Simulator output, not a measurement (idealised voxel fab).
The process module presented herein is designated voxel gate over fins.
Square cells of 5 nm make up the cross-section cut, whose width is 210 nm.
Reading order for cross-sections: top band down to bottom band. Underlying form: a grid of square cells. Band size: one or more rows of cells. A band entry consists of two parts. The first gives the height of the band's top and the height of its bottom, in nm. The rest lists the band's materials from left to right, each with its width in nm. A single material labelled with the word "everywhere" fills the band from edge to edge, and the word "air" marks empty space. It should be noted that heights are counted from 0, beneath which the wafer as supplied is of one material throughout, and that the lowest band possesses no lower boundary but continues downward, as written in "z 0 and below". It should be noted that a width expressed as "30..40" varies in equal increments from row to row of cells within the band, taking the value of the first number at the top row and that of the second number at the bottom row. Take "nothing changed" at face value: in the step it is given for, the cross-section changed in none of its cells. Empty spaces without an open route to the top, at least 8 cells in extent, make up the entry "Trapped voids"; each is given as width x height at distance, where the distance is measured from the left edge, and all are in nm. Heads up: the bit after the settings on a step's line is the simulator's remark on that step. If you see "overlay nm" on a step's line and that step has a mask, it's telling you how far right of where it was planned the mask ended up; a negative number means it went left instead.

INTENDED PROCESS STEPS
1: RECEIVE | material Si
2: CONFORMAL_DEP | material SiN | thk nm 5
3: DIRECTIONAL_DEP | material aC | thk nm 10
4: PATTERN | tone cover | mask id FINS | material resist | width nm 15 | pitch nm 45 | thk nm 30 | overlay nm 0
5: DIRECTIONAL_ETCH | etch materials aC | depth nm 10
6: STRIP | etch materials resist
7: DIRECTIONAL_ETCH | etch materials SiN | depth nm 5
8: DIRECTIONAL_ETCH | etch materials Si | depth nm 35
9: STRIP | etch materials aC
10: OXIDIZE | depth nm 5
11: FILL_DEP | material SiO2 | thk nm 15
12: CMP | height nm 5
13: SELECTIVE_ETCH | etch materials SiO2 | depth nm 20
14: STRIP | etch materials SiN
15: CONFORMAL_DEP | material HfO2 | thk nm 5
16: CONFORMAL_DEP | material TiN | thk nm 5
17: FILL_DEP | material W | thk nm 10
18: CMP | height nm 15
19: CONFORMAL_DEP | material SiN | thk nm 10

AS-RECEIVED STATE OF THE WAFER IN CROSS-SECTION, EQUIVALENT TO POST-STEP 1
z 0 and below  Si everywhere
Trapped voids: none

END-OF-MODULE CROSS-SECTION. STARTING STRUCTURE AND PROCESS PLAN AS ABOVE; ONE MISTAKE MADE IN RUNNING IT
z 25 to 15  SiN everywhere
z 15 to 5  W everywhere
z 5 to 0  50 W  15 TiN  30 W  15 TiN  30 W  15 TiN  55 W
z 0 to -10  50 W  5 TiN  5 Si  5 TiN  30 W  5 TiN  5 Si  5 TiN  30 W  5 TiN  5 Si  5 TiN  55 W
z -10 to -15  55 TiN  5 Si  40 TiN  5 Si  40 TiN  5 Si  60 TiN
z -15 to -40  55 SiO2  5 Si  40 SiO2  5 Si  40 SiO2  5 Si  60 SiO2
z -40 and below  Si everywhere
Trapped voids: none
Error vs. plan: plan step 15: skipped, not run
